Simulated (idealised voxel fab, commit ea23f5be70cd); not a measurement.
The process module that follows is named voxel spacer lines.
Cross-sectional view cut (width: 270 nm; square cell size: 5 nm).
A cross-section is a grid of square cells, given in bands from the top down. A band is one or more rows of cells.
In this notation a band is specified by the heights of its top and bottom, in that order and in nm, after which its materials appear from left to right, each paired with its width in nm. The word "full width" attached to a single material means that material fills the band from edge to edge; the word "blank" stands for empty space.
The level at which height equals 0 is the one under which the wafer, as it arrives, is entirely one material. No lower edge exists for the bottom band, which continues downward and is notated as in "0 and below".
The notation "30->40" denotes a width that varies across the rows of cells in the band, beginning at the first number in the top row, finishing at the second number in the bottom row, and changing by an identical amount from each row to the next.
Basically "nothing was modified" means that step didn't change any cell in the cross-section.
Voids not open to the top, 8 cells minimum: see "Closed void list". Written width x height at distance; distance is from the left edge; nm.
Past the settings on a step's line: simulator remark, on that step.
A step line may carry the setting "overlay nm", which, for steps involving a mask, states the distance by which the mask lay to the right of its intended position; negative values denote displacement to the left.

The steps planned for the process are as follows:
- 1: RECEIVE [material Si]
- 2: CONFORMAL_DEP [material Al2O3] [thk nm 10]
- 3: DIRECTIONAL_DEP [material polySi] [thk nm 20]
- 4: DIRECTIONAL_DEP [material aC] [thk nm 25]
- 5: PATTERN [tone cover] [mask id MANDREL] [material resist] [width nm 25] [pitch nm 80] [thk nm 35] [overlay nm -15]
- 6: DIRECTIONAL_ETCH [etch materials aC] [depth nm 25]
- 7: STRIP [etch materials resist]
- 8: CONFORMAL_DEP [material SiN] [thk nm 15]
- 9: DIRECTIONAL_ETCH [etch materials SiN] [depth nm 15]
- 10: STRIP [etch materials aC]
- 11: DIRECTIONAL_ETCH [etch materials polySi] [depth nm 20]
- 12: STRIP [etch materials SiN]
Heads up: all these wafers start the same, and what changes between them is the overlay nm in step 5. The value you see in the plan is just what the first wafer got.

Cross-section of the first of several wafers on receipt, reflecting completion of step 1:
    0 and below | Si full width
    Closed void list: none

Shown in cross-section: the first of several wafers at the end of the module, after its last step, step 12:
    30 down to 10 | 50 blank; 15 polySi; 25 blank; 15 polySi; 25 blank; 15 polySi; 25 blank; 15 polySi; 85 blank
    10 down to 0 | Al2O3 full width
    0 and below | Si full width
    Closed void list: none

Cross-sectional view of the final wafer of several at the module's end:
    30 down to 10 | 80 blank; 15 polySi; 25 blank; 15 polySi; 25 blank; 15 polySi; 25 blank; 15 polySi; 55 blank
    10 down to 0 | Al2O3 full width
    0 and below | Si full width
    Closed void list: none

The rows of the table below are wafers. Looking at the end of the module, a row counts, for every material, the cells the wafer has gained, shown as (+), or lost, shown as (-), since it was received; its closed voids come next:
overlay nm -15; +108 Al2O3; +48 polySi; Closed void list: none
overlay nm -10; +108 Al2O3; +48 polySi; Closed void list: none
overlay nm -5; +108 Al2O3; +48 polySi; Closed void list: none
overlay nm 0; +108 Al2O3; +48 polySi; Closed void list: none
overlay nm 5; +108 Al2O3; +48 polySi; Closed void list: none
overlay nm 10; +108 Al2O3; +48 polySi; Closed void list: none
overlay nm 15; +108 Al2O3; +48 polySi; Closed void list: none
